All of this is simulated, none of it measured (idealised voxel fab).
This section sets out a process module, namely voxel wiring stack.
The cross-section shown here is cut; it is 280 nm wide and divided into square cells measuring 5 nm on a side.
Cross-section, as written here: a square-cell grid given band by band from the top down, where a band holds one or more rows of cells. What a band's entry tells you: where the top is and where the bottom is, as heights in nm, and after that what lies inside, material by material from left to right, each with its width in nm. Empty space is written as the word "blank", and a single material marked with the word "everywhere" occupies the band from edge to edge. For the purposes of this specification, 0 denotes the height below which the wafer in its as-received condition is composed wholly of one material, and the lowermost band, lacking a lower limit, extends downward without end, as expressed in "0 down". So if you see something like "30->40" for the width, read it as the top row of the band sitting at the first number and the bottom row at the second, with every row in between moving by the same amount as the last. "changes: none" for a step: no cell of the cross-section changed in that step. Closed empty spaces (no open way to the top) of 8 cells or more are what "Sealed voids" lists, each as width x height at distance from the left edge, nm for all three. Formally, on a step line, whatever follows the settings is a remark that the simulator itself makes on the step. "overlay nm", when on a step's line for a step with a mask, measures how far to the right of its planned place the mask lay; a negative measure means to the left.
SO HERE'S THE LINEUP OF PROCESS STEPS WE PLANNED
1) RECEIVE: material Si
2) CONFORMAL_DEP: material SiO2, thk nm 10
3) CONFORMAL_DEP: material SiN, thk nm 5
4) DIRECTIONAL_DEP: material lowk, thk nm 15
5) PATTERN: tone open, mask id METAL_1, material resist, width nm 20, pitch nm 35, thk nm 15, overlay nm 0
6) DIRECTIONAL_ETCH: etch materials lowk, depth nm 15
7) DIRECTIONAL_ETCH: etch materials SiN, depth nm 5
8) STRIP: etch materials resist
9) CONFORMAL_DEP: material TiN, thk nm 5
10) FILL_DEP: material Ru, thk nm 5
11) CMP: height nm 30
12) CONFORMAL_DEP: material SiCN, thk nm 5
13) DIRECTIONAL_DEP: material lowk, thk nm 30
14) PATTERN: tone open, mask id METAL_2_HOLES, material resist, width nm 15, pitch nm 35, thk nm 20, overlay nm 0
15) DIRECTIONAL_ETCH: etch materials lowk, depth nm 30
16) STRIP: etch materials resist
17) DIRECTIONAL_DEP: material aC, thk nm 10
18) PATTERN: tone open, mask id METAL_2, material resist, width nm 20, pitch nm 35, thk nm 30, overlay nm 0
19) DIRECTIONAL_ETCH: etch materials aC, depth nm 10
20) STRIP: etch materials resist
21) DIRECTIONAL_ETCH: etch materials lowk, depth nm 20
22) DIRECTIONAL_ETCH: etch materials SiCN, depth nm 5
23) STRIP: etch materials aC
24) CONFORMAL_DEP: material TiN, thk nm 5
25) FILL_DEP: material Cu, thk nm 10
26) CMP: height nm 65
27) CONFORMAL_DEP: material SiCN, thk nm 5
28) DIRECTIONAL_DEP: material SiO2, thk nm 15
29) MASKED_ETCH: tone open, mask id PLUG_2, width nm 15, pitch nm 35, etch materials SiO2, depth nm 15, overlay nm 0
30) MASKED_ETCH: tone open, mask id PLUG_2, width nm 15, pitch nm 35, etch materials SiCN, depth nm 5, overlay nm 0
31) CONFORMAL_DEP: material TiN, thk nm 5
32) FILL_DEP: material W, thk nm 5
33) CMP: height nm 85
34) CONFORMAL_DEP: material SiN, thk nm 5
35) DIRECTIONAL_DEP: material SiO2, thk nm 15
36) MASKED_ETCH: tone open, mask id METAL_3, width nm 20, pitch nm 35, etch materials SiO2, depth nm 15, overlay nm 0
37) MASKED_ETCH: tone open, mask id METAL_3, width nm 20, pitch nm 35, etch materials SiN, depth nm 5, overlay nm 0
38) CONFORMAL_DEP: material TiN, thk nm 5
39) FILL_DEP: material Ru, thk nm 10
40) CMP: height nm 105
41) CONFORMAL_DEP: material SiCN, thk nm 5
42) DIRECTIONAL_DEP: material lowk, thk nm 30
43) MASKED_ETCH: tone open, mask id METAL_4, width nm 20, pitch nm 35, etch materials lowk, depth nm 15, overlay nm 0
44) MASKED_ETCH: tone open, mask id METAL_4_HOLES, width nm 15, pitch nm 70, etch materials lowk, depth nm 15, overlay nm 0
45) MASKED_ETCH: tone open, mask id METAL_4_HOLES, width nm 15, pitch nm 70, etch materials SiCN, depth nm 5, overlay nm 0
46) CONFORMAL_DEP: material TiN, thk nm 5
47) FILL_DEP: material Ru, thk nm 5
48) CMP: height nm 140
49) CONFORMAL_DEP: material SiN, thk nm 5
What sets these wafers apart? The width nm at step 44. They all start alike, and the plan carries the first wafer's value.
SO THIS IS THE FIRST OF SEVERAL WAFERS, CROSS-SECTIONED AS IT CAME TO US, MEANING IT'S AT THE END OF STEP 1
  0 down = Si everywhere
  Sealed voids: none
THE FIGURE BELOW PRESENTS A CROSS-SECTION OF THE FIRST OF SEVERAL WAFERS AT THE CONCLUSION OF THE MODULE, FOLLOWING ITS LAST STEP, STEP 49
  145 to 140 = SiN everywhere
  140 to 130 = lowk=95; TiN=5; Ru=10; TiN=5; lowk=15; TiN=5; Ru=10; TiN=5; lowk=15; TiN=5; Ru=10; TiN=5; lowk=95
  130 to 125 = lowk=95; TiN=5; Ru=5; TiN=10; lowk=15; TiN=20; lowk=15; TiN=5; Ru=5; TiN=10; lowk=95
  125 to 110 = lowk=95; TiN=5; Ru=5; TiN=5; lowk=55; TiN=5; Ru=5; TiN=5; lowk=100
  110 to 105 = SiCN=95; TiN=15; SiCN=55; TiN=15; SiCN=100
  105 to 90 = SiO2=95; TiN=5; Ru=10; TiN=5; SiO2=15; TiN=5; Ru=10; TiN=5; SiO2=15; TiN=5; Ru=10; TiN=5; SiO2=95
  90 to 85 = SiN=95; TiN=20; SiN=15; TiN=20; SiN=15; TiN=20; SiN=95
  85 to 70 = SiO2=95; TiN=5; W=5; TiN=5; SiO2=20; TiN=5; W=5; TiN=5; SiO2=20; TiN=5; W=5; TiN=5; SiO2=100
  70 to 65 = SiCN=95; TiN=15; SiCN=20; TiN=15; SiCN=20; TiN=15; SiCN=100
  65 to 50 = lowk=95; TiN=5; Cu=10; TiN=5; lowk=15; TiN=5; Cu=10; TiN=5; lowk=15; TiN=5; Cu=10; TiN=5; lowk=95
  50 to 45 = lowk=95; TiN=5; Cu=5; TiN=10; lowk=15; TiN=5; Cu=5; TiN=10; lowk=15; TiN=5; Cu=5; TiN=10; lowk=95
  45 to 35 = lowk=95; TiN=5; Cu=5; TiN=5; lowk=20; TiN=5; Cu=5; TiN=5; lowk=20; TiN=5; Cu=5; TiN=5; lowk=100
  35 to 30 = SiCN=95; TiN=15; SiCN=20; TiN=15; SiCN=20; TiN=15; SiCN=100
  30 to 15 = lowk=95; TiN=5; Ru=10; TiN=5; lowk=15; TiN=5; Ru=10; TiN=5; lowk=15; TiN=5; Ru=10; TiN=5; lowk=95
  15 to 10 = SiN=95; TiN=20; SiN=15; TiN=20; SiN=15; TiN=20; SiN=95
  10 to 0 = SiO2 everywhere
  0 down = Si everywhere
  Sealed voids: none
THE FINAL WAFER, SECTIONED AT MODULE END
  145 to 140 = SiN everywhere
  140 to 130 = lowk=90; TiN=5; Ru=20; TiN=5; lowk=10; TiN=5; Ru=10; TiN=5; lowk=10; TiN=5; Ru=20; TiN=5; lowk=90
  130 to 125 = lowk=90; TiN=10; Ru=10; TiN=10; lowk=10; TiN=20; lowk=10; TiN=10; Ru=10; TiN=10; lowk=90
  125 to 115 = lowk=95; TiN=5; Ru=10; TiN=5; lowk=50; TiN=5; Ru=10; TiN=5; lowk=95
  115 to 110 = lowk=95; TiN=5; Ru=5; TiN=10; lowk=50; TiN=5; Ru=5; TiN=10; lowk=95
  110 to 105 = SiCN=95; TiN=15; SiCN=55; TiN=15; SiCN=100
  105 to 90 = SiO2=95; TiN=5; Ru=10; TiN=5; SiO2=15; TiN=5; Ru=10; TiN=5; SiO2=15; TiN=5; Ru=10; TiN=5; SiO2=95
  90 to 85 = SiN=95; TiN=20; SiN=15; TiN=20; SiN=15; TiN=20; SiN=95
  85 to 70 = SiO2=95; TiN=5; W=5; TiN=5; SiO2=20; TiN=5; W=5; TiN=5; SiO2=20; TiN=5; W=5; TiN=5; SiO2=100
  70 to 65 = SiCN=95; TiN=15; SiCN=20; TiN=15; SiCN=20; TiN=15; SiCN=100
  65 to 50 = lowk=95; TiN=5; Cu=10; TiN=5; lowk=15; TiN=5; Cu=10; TiN=5; lowk=15; TiN=5; Cu=10; TiN=5; lowk=95
  50 to 45 = lowk=95; TiN=5; Cu=5; TiN=10; lowk=15; TiN=5; Cu=5; TiN=10; lowk=15; TiN=5; Cu=5; TiN=10; lowk=95
  45 to 35 = lowk=95; TiN=5; Cu=5; TiN=5; lowk=20; TiN=5; Cu=5; TiN=5; lowk=20; TiN=5; Cu=5; TiN=5; lowk=100
  35 to 30 = SiCN=95; TiN=15; SiCN=20; TiN=15; SiCN=20; TiN=15; SiCN=100
  30 to 15 = lowk=95; TiN=5; Ru=10; TiN=5; lowk=15; TiN=5; Ru=10; TiN=5; lowk=15; TiN=5; Ru=10; TiN=5; lowk=95
  15 to 10 = SiN=95; TiN=20; SiN=15; TiN=20; SiN=15; TiN=20; SiN=95
  10 to 0 = SiO2 everywhere
  0 down = Si everywhere
  Sealed voids: none
ROWS = WAFERS. AT MODULE END, EACH ROW LISTS PER MATERIAL THE CELLS GAINED (+) OR LOST (-) SINCE THE WAFER WAS RECEIVED, THEN THE CLOSED VOIDS
width nm 15; +27 Cu; +56 Ru; +144 SiCN; +144 SiN; +385 SiO2; +175 TiN; +9 W; +684 lowk; Sealed voids: none
width nm 20; +27 Cu; +62 Ru; +144 SiCN; +144 SiN; +385 SiO2; +175 TiN; +9 W; +678 lowk; Sealed voids: none
width nm 25; +27 Cu; +66 Ru; +144 SiCN; +144 SiN; +385 SiO2; +177 TiN; +9 W; +672 lowk; Sealed voids: none
width nm 30; +27 Cu; +70 Ru; +144 SiCN; +144 SiN; +385 SiO2; +179 TiN; +9 W; +666 lowk; Sealed voids: none
